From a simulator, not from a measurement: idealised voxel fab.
A process module follows: voxel ribs on slabs.
Cross-section cut: width 275 nm, square cells of 5 nm.
A cross-section is written here as square cells arranged in a grid, and it is given in bands from the top down, each band taking up one or more rows of cells.
A band entry consists of two parts. The first gives the height of the band's top and the height of its bottom, in nm. The rest lists the band's materials from left to right, each with its width in nm. A single material labelled with the word "everywhere" fills the band from edge to edge, and the word "empty" marks empty space.
Height reference: 0 = level under which incoming wafer is all one material. Lowest band: no bottom, runs on downward, e.g. "0 down".
The notation "30 to 40" denotes a width that varies across the rows of cells in the band, beginning at the first number in the top row, finishing at the second number in the bottom row, and changing by an identical amount from each row to the next.
"no alterations made" after a step means that no cell of the cross-section changed.
"Enclosed void list": sealed empty spaces, 8 cells or more, no open way to top, listed width x height at distance, with distance from the left edge and width, height and distance in nm.
On each step's line, the part that comes after the settings is the simulator's own comment on the step.
"overlay nm" on a masked step: distance the mask lay right of its planned place, negative for left.

**Planned process steps**
1 op RECEIVE | material Si
2 op DIRECTIONAL_DEP | material SiO2 | thk nm 30
3 op DIRECTIONAL_DEP | material polySi | thk nm 25
4 op MASKED_ETCH | tone cover | mask id RIB | width nm 20 | etch materials polySi | depth nm 5 | overlay nm 0
5 op MASKED_ETCH | tone cover | mask id SLAB | width nm 80 | etch materials polySi | depth nm 20 | overlay nm 0
6 op FILL_DEP | material SiO2 | thk nm 20
7 op CMP | height nm 70
8 op DIRECTIONAL_DEP | material TiN | thk nm 10
9 op MASKED_ETCH | tone cover | mask id HEATER | width nm 30 | etch materials TiN | depth nm 10 | overlay nm 0
10 op CONFORMAL_DEP | material SiN | thk nm 10

**Wafer as received: cross-section following step 1**
  0 down | Si everywhere
  Enclosed void list: none

**Look at the cross-section after the module: the wafer started out the way shown above and the plan was the one shown above, yet one mistake was made along the way**
  90 to 80 | 110 nm empty  50 nm SiN  115 nm empty
  80 to 70 | 120 nm SiN  30 nm TiN  125 nm SiN
  70 to 60 | 95 nm SiO2  80 nm polySi  100 nm SiO2
  60 to 0 | SiO2 everywhere
  0 down | Si everywhere
  Enclosed void list: none
Deviation from plan: step 2 in the plan was executed twice
